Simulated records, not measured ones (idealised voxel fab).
The document below concerns the process module designated voxel plated lines.
Square cell edge 5 nm, section width 235 nm, ID cut.
The cross-sections in this document take the form of a grid made of square cells. They are written out as bands, in order from top to bottom. Each band consists of one or more rows of cells. Band: top and bottom heights (nm) first, top before bottom; then materials from left to right, widths in nm. "full width" marks a sole material filling the band edge to edge. "empty" denotes empty space. Below 0: as-received wafer, all one material; heights counted from there. Lowest band: no bottom, goes on down, written "from 0 down". Top row gets the first number, bottom row gets the second, and each row in between changes by the same step: that is how a band width like "30 to 40" works. Given "all unchanged" for a step, no cell of the cross-section differs between before and after that step. Empty spaces without an open route to the top, at least 8 cells in extent, make up the entry "Completely enclosed voids"; each is given as width x height at distance, where the distance is measured from the left edge, and all are in nm. Heads up: the bit after the settings on a step's line is the simulator's remark on that step. The optional step-line setting "overlay nm" applies to steps with a mask and quantifies how far to the right of its planned location the mask lay, a negative value indicating leftward placement.
The planned process steps are enumerated hereunder
1 op RECEIVE | material Si
2 op CONFORMAL_DEP | material Al2O3 | thk nm 5
3 op DIRECTIONAL_DEP | material TiN | thk nm 5
4 op PATTERN | tone open | mask id LINES | material resist | width nm 25 | pitch nm 55 | thk nm 30 | overlay nm 0
5 op EPI | material Ru | thk nm 5
6 op EPI | material Ru | thk nm 5
7 op STRIP | etch materials resist
8 op DIRECTIONAL_ETCH | etch materials TiN | depth nm 5
9 op CONFORMAL_DEP | material SiN | thk nm 10
Wafer cross-section on receipt, i.e. after step 1
> from 0 down | Si full width
> Completely enclosed voids: none
Cross-section at module end, one run error; start and plan unchanged from above
> from 35 to 20 | empty (5) | SiN (220) | empty (10)
> from 20 to 10 | SiN (20) | Ru (25) | SiN (30) | Ru (25) | SiN (30) | Ru (25) | SiN (30) | Ru (25) | SiN (25)
> from 10 to 5 | SiN (20) | TiN (25) | SiN (30) | TiN (25) | SiN (30) | TiN (25) | SiN (30) | TiN (25) | SiN (25)
> from 5 to 0 | Al2O3 full width
> from 0 down | Si full width
> Completely enclosed voids: none
What broke from the plan during processing? in deviation from the planned setting, step 9 was conducted as op CONFORMAL_DEP | material SiN | thk nm 15
